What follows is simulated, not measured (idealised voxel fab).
The process module presented herein is designated voxel self aligned vias.
Cross-sectional view cut (width: 270 nm; square cell size: 5 nm).
Throughout this document, each cross-section is represented as a grid of square cells and is presented as a sequence of bands enumerated from the top downward, where a band comprises one or more rows of cells. This entry defines a band. It first specifies the height of the band's top and the height of its bottom in nm, and then specifies the band's materials from left to right, stating each material with its width in nm. The word "everywhere" identifies a single material that fills the band from edge to edge, while the word "air" identifies empty space. Where do heights start? At 0: under that level the wafer as delivered is made of one material only. And the lowest band has no floor; it just carries on downward, as in "0 nm and below". Width: "30->40" (first number = top row, second number = bottom row, same change from row to row of cells). A step reported as "no alteration" is a step in which no cell of the cross-section changed. Closed-off voids of 8+ cells (no open route to the top) go in "Closed void register", written width x height at distance from the left edge, in nm. On each step's line, the part that comes after the settings is the simulator's own comment on the step. The setting "overlay nm" may be written on the line of a step. When the step uses a mask, the value reports how far to the right of the planned place the mask lay, and a negative value reports that it lay to the left.

## The process steps that were planned are listed below
1,RECEIVE,material Si
2,CONFORMAL_DEP,material SiO2,thk nm 15
3,CONFORMAL_DEP,material SiCN,thk nm 5
4,DIRECTIONAL_DEP,material lowk,thk nm 25
5,MASKED_ETCH,tone open,mask id LINES,width nm 30,pitch nm 70,etch materials lowk,depth nm 25,overlay nm 0
6,CONFORMAL_DEP,material TiN,thk nm 5
7,FILL_DEP,material W,thk nm 10
8,CMP,height nm 45
9,SELECTIVE_ETCH,etch materials W Ru TiN,depth nm 5
10,FILL_DEP,material SiN,thk nm 10
11,CMP,height nm 45
12,DIRECTIONAL_DEP,material lowk,thk nm 15
13,DIRECTIONAL_DEP,material aC,thk nm 15
14,PATTERN,tone open,mask id VIAS,material resist,width nm 50,pitch nm 70,thk nm 30,overlay nm 0
15,DIRECTIONAL_ETCH,etch materials aC,depth nm 15
16,STRIP,etch materials resist
17,DIRECTIONAL_ETCH,etch materials lowk,depth nm 15
18,DIRECTIONAL_ETCH,etch materials SiN,depth nm 5
19,STRIP,etch materials aC
20,CONFORMAL_DEP,material TiN,thk nm 5
21,FILL_DEP,material W,thk nm 5
22,CMP,height nm 60
23,CONFORMAL_DEP,material SiN,thk nm 5

## Incoming wafer, cross-sectional view, post step 1
    0 nm and below = Si everywhere
    Closed void register: none

## Cross-sectional result after module completion. Note: starting condition and plan are unchanged from above; one processing mistake was made
    65 nm to 60 nm = SiN everywhere
    60 nm to 50 nm = lowk (45)  TiN (5)  W (35)  TiN (5)  lowk (25)  TiN (5)  W (35)  TiN (5)  lowk (25)  TiN (5)  W (35)  TiN (5)  lowk (40)
    50 nm to 45 nm = lowk (45)  TiN (10)  W (20)  TiN (15)  lowk (25)  TiN (10)  W (20)  TiN (15)  lowk (25)  TiN (10)  W (20)  TiN (15)  lowk (40)
    45 nm to 40 nm = lowk (50)  TiN (30)  lowk (40)  TiN (30)  lowk (40)  TiN (30)  lowk (50)
    40 nm to 25 nm = lowk (50)  TiN (5)  W (20)  TiN (5)  lowk (40)  TiN (5)  W (20)  TiN (5)  lowk (40)  TiN (5)  W (20)  TiN (5)  lowk (50)
    25 nm to 20 nm = lowk (50)  TiN (30)  lowk (40)  TiN (30)  lowk (40)  TiN (30)  lowk (50)
    20 nm to 15 nm = SiCN everywhere
    15 nm to 0 nm = SiO2 everywhere
    0 nm and below = Si everywhere
    Closed void register: none
Error vs. plan: step 14: run off-plan, actual operation and settings PATTERN,tone open,mask id VIAS,material resist,width nm 45,pitch nm 70,thk nm 30,overlay nm 0
